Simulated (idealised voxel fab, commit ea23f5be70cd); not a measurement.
A process module follows: voxel self aligned contacts.
235 nm wide, 5 nm square cells: that's cross-section cut.
In this document a cross-section is written as a grid of square cells. It is given as a series of bands, listed from the top down, and a band is one or more rows of cells. First you get the band's top height and its bottom height, in nm, and then the materials it's made of, left to right, with each width in nm. If you see a single material with "all across", that one covers the band edge to edge. "blank" is empty space. A quick word on heights: they are counted from 0, and under that level the wafer as it came to us is one material throughout. The lowest band is different from the rest in having no bottom; it simply continues downward, written as in "0 down". Width "30..40": first value at the band's top row of cells, second value at its bottom row, equal change from row to row. "stayed the same" after a step means that no cell of the cross-section changed. Look at "Closed-off voids" for the closed voids: empty spaces with no open path to the top, sized 8 cells or up. Each is width x height at distance, distance from the left edge, all nm. Where a step's line continues beyond its settings, the continuation is a remark by the simulator itself on that step. On any step carrying a mask, the "overlay nm" setting, if present on the step's line, tells how far right of its planned place the mask lay; negative values point to the left.
Process steps - plan:
1 RECEIVE with material Si
2 OXIDIZE with depth nm 5
3 DIRECTIONAL_DEP with material polySi, thk nm 20
4 DIRECTIONAL_DEP with material SiN, thk nm 20
5 MASKED_ETCH with tone cover, mask id GATE, width nm 30, pitch nm 70, etch materials SiN, depth nm 20, overlay nm 0
6 MASKED_ETCH with tone cover, mask id GATE, width nm 30, pitch nm 70, etch materials polySi, depth nm 20, overlay nm 0
7 CONFORMAL_DEP with material SiN, thk nm 10
8 DIRECTIONAL_ETCH with etch materials SiN, depth nm 10
9 FILL_DEP with material SiO2, thk nm 10
10 CMP with height nm 45
11 DIRECTIONAL_DEP with material aC, thk nm 10
12 PATTERN with tone open, mask id CONTACT, material resist, width nm 50, thk nm 30, overlay nm 0
13 DIRECTIONAL_ETCH with etch materials aC, depth nm 10
14 STRIP with etch materials resist
15 DIRECTIONAL_ETCH with etch materials SiO2, depth nm 50
16 STRIP with etch materials aC
17 CONFORMAL_DEP with material TiN, thk nm 5
18 FILL_DEP with material Ru, thk nm 10
19 CMP with height nm 45
20 CONFORMAL_DEP with material SiN, thk nm 5
The first of the two wafers, which ran as planned:
So this is the incoming wafer in cross-section - it's already been through step 1:
  0 down: Si all across
  Closed-off voids: none
Wafer after step 2 (cross-section):
  0 to -5: SiO2 all across
  Lower than -5, everything is as it was.
Wafer after step 3 (cross-section):
  20 to 0: polySi all across
  Lower than 0, everything is as it was.
Wafer after step 4 (cross-section):
  40 to 20: SiN all across
  Lower than 20, everything is as it was.
Wafer after step 5 (cross-section):
  40 to 20: 65 blank | 30 SiN | 40 blank | 30 SiN | 70 blank
  Lower than 20, everything is as it was.
Wafer after step 6 (cross-section):
  40 to 20: 65 blank | 30 SiN | 40 blank | 30 SiN | 70 blank
  20 to 0: 65 blank | 30 polySi | 40 blank | 30 polySi | 70 blank
  Lower than 0, everything is as it was.
Wafer after step 7 (cross-section):
  50 to 20: 55 blank | 50 SiN | 20 blank | 50 SiN | 60 blank
  20 to 10: 55 blank | 10 SiN | 30 polySi | 10 SiN | 20 blank | 10 SiN | 30 polySi | 10 SiN | 60 blank
  10 to 0: 65 SiN | 30 polySi | 40 SiN | 30 polySi | 70 SiN
  Lower than 0, everything is as it was.
Wafer after step 8 (cross-section):
  40 to 20: 55 blank | 50 SiN | 20 blank | 50 SiN | 60 blank
  20 to 0: 55 blank | 10 SiN | 30 polySi | 10 SiN | 20 blank | 10 SiN | 30 polySi | 10 SiN | 60 blank
  Lower than 0, everything is as it was.
Wafer after step 9 (cross-section):
  50 to 40: SiO2 all across
  40 to 20: 55 SiO2 | 50 SiN | 20 SiO2 | 50 SiN | 60 SiO2
  20 to 0: 55 SiO2 | 10 SiN | 30 polySi | 10 SiN | 20 SiO2 | 10 SiN | 30 polySi | 10 SiN | 60 SiO2
  Lower than 0, everything is as it was.
Wafer after step 10 (cross-section):
  45 to 40: SiO2 all across
  Lower than 40, everything is as it was.
Wafer after step 11 (cross-section):
  55 to 45: aC all across
  Lower than 45, everything is as it was.
Wafer after step 12 (cross-section):
  85 to 55: 90 resist | 50 blank | 95 resist
  Lower than 55, everything is as it was.
Wafer after step 13 (cross-section):
  75 to 55: 90 resist | 50 blank | 95 resist
  55 to 45: 90 aC | 50 blank | 95 aC
  Lower than 45, everything is as it was.
Wafer after step 14 (cross-section):
  55 to 45: 90 aC | 50 blank | 95 aC
  Lower than 45, everything is as it was.
Wafer after step 15 (cross-section):
  55 to 45: 90 aC | 50 blank | 95 aC
  45 to 40: 90 SiO2 | 50 blank | 95 SiO2
  40 to 20: 55 SiO2 | 50 SiN | 20 blank | 50 SiN | 60 SiO2
  20 to 0: 55 SiO2 | 10 SiN | 30 polySi | 10 SiN | 20 blank | 10 SiN | 30 polySi | 10 SiN | 60 SiO2
  0 to -5: 105 SiO2 | 20 blank | 110 SiO2
  Lower than -5, everything is as it was.
Wafer after step 16 (cross-section):
  45 to 40: 90 SiO2 | 50 blank | 95 SiO2
  Lower than 40, everything is as it was.
Wafer after step 17 (cross-section):
  50 to 45: 95 TiN | 40 blank | 100 TiN
  45 to 40: 90 SiO2 | 20 TiN | 10 blank | 20 TiN | 95 SiO2
  40 to 20: 55 SiO2 | 50 SiN | 5 TiN | 10 blank | 5 TiN | 50 SiN | 60 SiO2
  20 to 0: 55 SiO2 | 10 SiN | 30 polySi | 10 SiN | 5 TiN | 10 blank | 5 TiN | 10 SiN | 30 polySi | 10 SiN | 60 SiO2
  0 to -5: 105 SiO2 | 20 TiN | 110 SiO2
  Lower than -5, everything is as it was.
Wafer after step 18 (cross-section):
  60 to 50: Ru all across
  50 to 45: 95 TiN | 40 Ru | 100 TiN
  45 to 40: 90 SiO2 | 20 TiN | 10 Ru | 20 TiN | 95 SiO2
  40 to 20: 55 SiO2 | 50 SiN | 5 TiN | 10 Ru | 5 TiN | 50 SiN | 60 SiO2
  20 to 0: 55 SiO2 | 10 SiN | 30 polySi | 10 SiN | 5 TiN | 10 Ru | 5 TiN | 10 SiN | 30 polySi | 10 SiN | 60 SiO2
  Lower than 0, everything is as it was.
Wafer after step 19 (cross-section):
  45 to 40: 90 SiO2 | 20 TiN | 10 Ru | 20 TiN | 95 SiO2
  Lower than 40, everything is as it was.
Wafer after step 20 (cross-section):
  50 to 45: SiN all across
  Lower than 45, everything is as it was.
For the second wafer, take the first wafer's start and plan, then add one mistake made in running it; everything through step 11, that step included, is shared with the first:
X-section, second wafer, when step 12 was due to finish:
  85 to 55: 80 resist | 50 blank | 105 resist
  Lower than 55, everything is as it was.
X-section, second wafer, when step 13 was due to finish:
  75 to 55: 80 resist | 50 blank | 105 resist
  55 to 45: 80 aC | 50 blank | 105 aC
  Lower than 45, everything is as it was.
X-section, second wafer, when step 14 was due to finish:
  55 to 45: 80 aC | 50 blank | 105 aC
  Lower than 45, everything is as it was.
X-section, second wafer, when step 15 was due to finish:
  55 to 45: 80 aC | 50 blank | 105 aC
  45 to 40: 80 SiO2 | 50 blank | 105 SiO2
  40 to 20: 55 SiO2 | 50 SiN | 20 blank | 50 SiN | 60 SiO2
  20 to 0: 55 SiO2 | 10 SiN | 30 polySi | 10 SiN | 20 blank | 10 SiN | 30 polySi | 10 SiN | 60 SiO2
  0 to -5: 105 SiO2 | 20 blank | 110 SiO2
  Lower than -5, everything is as it was.
X-section, second wafer, when step 16 was due to finish:
  45 to 40: 80 SiO2 | 50 blank | 105 SiO2
  Lower than 40, everything is as it was.
X-section, second wafer, when step 17 was due to finish:
  50 to 45: 85 TiN | 40 blank | 110 TiN
  45 to 40: 80 SiO2 | 30 TiN | 10 blank | 10 TiN | 105 SiO2
  40 to 20: 55 SiO2 | 50 SiN | 5 TiN | 10 blank | 5 TiN | 50 SiN | 60 SiO2
  20 to 0: 55 SiO2 | 10 SiN | 30 polySi | 10 SiN | 5 TiN | 10 blank | 5 TiN | 10 SiN | 30 polySi | 10 SiN | 60 SiO2
  0 to -5: 105 SiO2 | 20 TiN | 110 SiO2
  Lower than -5, everything is as it was.
X-section, second wafer, when step 18 was due to finish:
  60 to 50: Ru all across
  50 to 45: 85 TiN | 40 Ru | 110 TiN
  45 to 40: 80 SiO2 | 30 TiN | 10 Ru | 10 TiN | 105 SiO2
  40 to 20: 55 SiO2 | 50 SiN | 5 TiN | 10 Ru | 5 TiN | 50 SiN | 60 SiO2
  20 to 0: 55 SiO2 | 10 SiN | 30 polySi | 10 SiN | 5 TiN | 10 Ru | 5 TiN | 10 SiN | 30 polySi | 10 SiN | 60 SiO2
  Lower than 0, everything is as it was.
X-section, second wafer, when step 19 was due to finish:
  45 to 40: 80 SiO2 | 30 TiN | 10 Ru | 10 TiN | 105 SiO2
  Lower than 40, everything is as it was.
X-section, second wafer, when step 20 was due to finish:
  50 to 45: SiN all across
  Lower than 45, everything is as it was.
The plan and the run diverged here: step 12 ran as: PATTERN with tone open, mask id CONTACT, material resist, width nm 50, thk nm 30, overlay nm -10
So at the finish, the second wafer's got exactly as many cells of each material as the first, just not in the same spots.
